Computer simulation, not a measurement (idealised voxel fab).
process module | voxel fin reveal
cross-section cut | 200 nm wide | cells 5 nm
A cross-section is a grid of square cells, given in bands from the top down. A band is one or more rows of cells.
Each band's line starts with the height of the band's top and of its bottom, in nm. Then come its materials from left to right, each with its width in nm. One material with "throughout" fills the band from edge to edge. "air" is empty space.
Height 0 is the level under which the wafer as received is all one material. The lowest band goes on downwards, as in "0 down".
A width such as "30 to 40" changes by the same amount from each row of cells to the next, from the band's top row to its bottom row.
"no change" after a step means that no cell of the cross-section changed.
closed voids: empty space of 8 cells or more with no open way to the top, each as width x height at its distance from the left edge, in nm
after a step's settings: what the simulator itself notes on the step
overlay nm, on a step with a mask: how far to the right of its planned place the mask lay; to the left if negative
plan
1 op RECEIVE | material Si
2 op CONFORMAL_DEP | material SiN | thk nm 10
3 op MASKED_ETCH | tone cover | mask id FINS | width nm 15 | pitch nm 35 | etch materials SiN | depth nm 10 | overlay nm 0
4 op MASKED_ETCH | tone cover | mask id FINS | width nm 15 | pitch nm 35 | etch materials Si | depth nm 35 | overlay nm 0
5 op OXIDIZE | depth nm 5
6 op FILL_DEP | material SiO2 | thk nm 10
7 op CMP | height nm 10
8 op SELECTIVE_ETCH | etch materials SiO2 | depth nm 35
9 op STRIP | etch materials SiN
10 op CONFORMAL_DEP | material HfO2 | thk nm 5
as received, after step 1
  0 down: Si throughout
  closed voids: none
a wafer at the end: this start, this plan, one mistake
  5 to 0: air 40 | HfO2 20 | air 15 | HfO2 20 | air 15 | HfO2 20 | air 15 | HfO2 20 | air 35
  0 to -20: air 40 | HfO2 5 | Si 10 | HfO2 5 | air 15 | HfO2 5 | Si 10 | HfO2 5 | air 15 | HfO2 5 | Si 10 | HfO2 5 | air 15 | HfO2 5 | Si 10 | HfO2 5 | air 35
  -20 to -25: HfO2 45 | Si 10 | HfO2 25 | Si 10 | HfO2 25 | Si 10 | HfO2 25 | Si 10 | HfO2 40
  -25 to -40: SiO2 45 | Si 10 | SiO2 25 | Si 10 | SiO2 25 | Si 10 | SiO2 25 | Si 10 | SiO2 40
  -40 down: Si throughout
  closed voids: none
what went wrong: step 3 ran as: op MASKED_ETCH | tone cover | mask id FINS | width nm 20 | pitch nm 35 | etch materials SiN | depth nm 10 | overlay nm 0
